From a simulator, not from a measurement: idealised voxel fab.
This is a process module. Its name is voxel transistor to metal.
260 nm wide, 5 nm square cells: that's cross-section cut.
When this document writes out a cross-section, it uses a grid of square cells and lists it as bands, beginning at the top and moving down, with a band standing for one or more rows of cells. A band entry consists of two parts. The first gives the height of the band's top and the height of its bottom, in nm. The rest lists the band's materials from left to right, each with its width in nm. A single material labelled with the word "everywhere" fills the band from edge to edge, and the word "empty" marks empty space. Note: height 0 marks the level under which the wafer is uniformly one material as received. Lowest band unbounded below, written "0 -> down". A width given as "30 to 40" starts at the first number in the band's top row and ends at the second number in its bottom row, shifting by an equal amount at every step from row to row. What does "nothing altered" mean for a step? It means no cell of the cross-section changed in that step. "Closed internal cavities" lists enclosed empty spaces (at least 8 cells, no open path upward to the top), each as width x height at distance from the left edge, in nm. Text after the settings on a step's line: the simulator's own remark on that step. overlay nm: on a step with a mask, how far right of its planned place the mask lay; negative means left.

## The process steps that were planned are listed below
- 1: op RECEIVE | material Si
- 2: op OXIDIZE | depth nm 5
- 3: op CONFORMAL_DEP | material SiN | thk nm 15
- 4: op PATTERN | tone cover | mask id ACTIVE | material resist | width nm 95 | pitch nm 125 | thk nm 15 | overlay nm 0
- 5: op DIRECTIONAL_ETCH | etch materials SiN | depth nm 15
- 6: op DIRECTIONAL_ETCH | etch materials SiO2 | depth nm 5
- 7: op DIRECTIONAL_ETCH | etch materials Si | depth nm 30
- 8: op STRIP | etch materials resist
- 9: op OXIDIZE | depth nm 5
- 10: op FILL_DEP | material SiO2 | thk nm 10
- 11: op CMP | height nm 15
- 12: op SELECTIVE_ETCH | etch materials SiO2 | depth nm 10
- 13: op STRIP | etch materials SiN
- 14: op SELECTIVE_ETCH | etch materials SiO2 | depth nm 5
- 15: op OXIDIZE | depth nm 5
- 16: op DIRECTIONAL_DEP | material polySi | thk nm 25
- 17: op DIRECTIONAL_DEP | material SiCN | thk nm 15
- 18: op MASKED_ETCH | tone cover | mask id GATE | width nm 25 | pitch nm 125 | etch materials SiCN | depth nm 25 | overlay nm 0
- 19: op MASKED_ETCH | tone cover | mask id GATE | width nm 25 | pitch nm 125 | etch materials polySi | depth nm 35 | overlay nm 0
- 20: op CONFORMAL_DEP | material SiN | thk nm 5
- 21: op DIRECTIONAL_ETCH | etch materials SiN | depth nm 5
- 22: op DIRECTIONAL_ETCH | etch materials SiO2 | depth nm 5
- 23: op DIRECTIONAL_ETCH | etch materials Si | depth nm 15
- 24: op EPI | material SiGe | thk nm 15
- 25: op FILL_DEP | material SiO2 | thk nm 5
- 26: op CMP | height nm 35
- 27: op DIRECTIONAL_DEP | material SiO2 | thk nm 15
- 28: op MASKED_ETCH | tone open | mask id CONTACT | width nm 25 | etch materials SiO2 | depth nm 60 | overlay nm 0
- 29: op CONFORMAL_DEP | material TiN | thk nm 5
- 30: op FILL_DEP | material W | thk nm 5
- 31: op CMP | height nm 50
- 32: op CONFORMAL_DEP | material SiN | thk nm 5
- 33: op DIRECTIONAL_DEP | material SiO2 | thk nm 15
- 34: op DIRECTIONAL_DEP | material aC | thk nm 15
- 35: op PATTERN | tone open | mask id METAL_1 | material resist | width nm 15 | thk nm 30 | overlay nm 0
- 36: op DIRECTIONAL_ETCH | etch materials aC | depth nm 15
- 37: op STRIP | etch materials resist
- 38: op DIRECTIONAL_ETCH | etch materials SiO2 | depth nm 15
- 39: op DIRECTIONAL_ETCH | etch materials SiN | depth nm 5
- 40: op STRIP | etch materials aC
- 41: op CONFORMAL_DEP | material TiN | thk nm 5
- 42: op FILL_DEP | material Cu | thk nm 10
- 43: op CMP | height nm 70
- 44: op CONFORMAL_DEP | material SiN | thk nm 5

## As-received wafer cross-section (after step 1)
0 -> down | Si everywhere
Closed internal cavities: none

## Final cross-section, module run with one mistake (start and plan as above)
75 -> 70 | SiN everywhere
70 -> 55 | SiO2: 25, then TiN: 5, then Cu: 5, then TiN: 5, then SiO2: 55, then TiN: 5, then Cu: 5, then TiN: 5, then SiO2: 40, then TiN: 5, then Cu: 5, then TiN: 5, then SiO2: 55, then TiN: 5, then Cu: 5, then TiN: 5, then SiO2: 25
55 -> 50 | SiN: 25, then TiN: 15, then SiN: 55, then TiN: 15, then SiN: 40, then TiN: 15, then SiN: 55, then TiN: 15, then SiN: 25
50 -> 40 | W: 20, then TiN: 5, then SiO2: 25, then TiN: 5, then W: 25, then TiN: 5, then SiO2: 25, then TiN: 5, then W: 30, then TiN: 5, then SiO2: 25, then TiN: 5, then W: 25, then TiN: 5, then SiO2: 25, then TiN: 5, then W: 20
40 -> 35 | W: 20, then TiN: 5, then SiO2: 25, then TiN: 35, then SiO2: 25, then TiN: 5, then W: 30, then TiN: 5, then SiO2: 25, then TiN: 35, then SiO2: 25, then TiN: 5, then W: 20
35 -> 20 | W: 20, then TiN: 5, then SiO2: 25, then SiN: 5, then SiCN: 25, then SiN: 5, then SiO2: 25, then TiN: 5, then W: 30, then TiN: 5, then SiO2: 25, then SiN: 5, then SiCN: 25, then SiN: 5, then SiO2: 25, then TiN: 5, then W: 20
20 -> 5 | W: 20, then TiN: 5, then SiO2: 25, then SiN: 5, then polySi: 25, then SiN: 5, then SiO2: 25, then TiN: 5, then W: 30, then TiN: 5, then SiO2: 25, then SiN: 5, then polySi: 25, then SiN: 5, then SiO2: 25, then TiN: 5, then W: 20
5 -> 0 | W: 10, then TiN: 15, then SiO2: 10, then SiGe: 15, then SiN: 5, then polySi: 25, then SiN: 5, then SiGe: 15, then SiO2: 10, then TiN: 15, then W: 10, then TiN: 15, then SiO2: 10, then SiGe: 15, then SiN: 5, then polySi: 25, then SiN: 5, then SiGe: 15, then SiO2: 10, then TiN: 15, then W: 10
0 -> -5 | W: 10, then TiN: 5, then SiN: 5, then TiN: 5, then SiO2: 10, then SiGe: 15, then SiN: 5, then polySi: 25, then SiN: 5, then SiGe: 15, then SiO2: 10, then TiN: 5, then SiN: 5, then TiN: 5, then W: 10, then TiN: 5, then SiN: 5, then TiN: 5, then SiO2: 10, then SiGe: 15, then SiN: 5, then polySi: 25, then SiN: 5, then SiGe: 15, then SiO2: 10, then TiN: 5, then SiN: 5, then TiN: 5, then W: 10
-5 -> -10 | TiN: 15, then SiO2: 5, then TiN: 5, then SiO2: 10, then SiGe: 15, then SiO2: 35, then SiGe: 15, then SiO2: 10, then TiN: 5, then SiO2: 5, then TiN: 20, then SiO2: 5, then TiN: 5, then SiO2: 10, then SiGe: 15, then SiO2: 35, then SiGe: 15, then SiO2: 10, then TiN: 5, then SiO2: 5, then TiN: 15
-10 -> -25 | SiO2: 25, then SiGe: 25, then Si: 35, then SiGe: 25, then SiO2: 40, then SiGe: 25, then Si: 35, then SiGe: 25, then SiO2: 25
-25 -> -40 | SiO2: 25, then Si: 85, then SiO2: 40, then Si: 85, then SiO2: 25
-40 -> down | Si everywhere
Closed internal cavities: none
What was done differently from what was planned? not per plan at step 28, really ran op MASKED_ETCH | tone cover | mask id CONTACT | width nm 25 | etch materials SiO2 | depth nm 60 | overlay nm 0
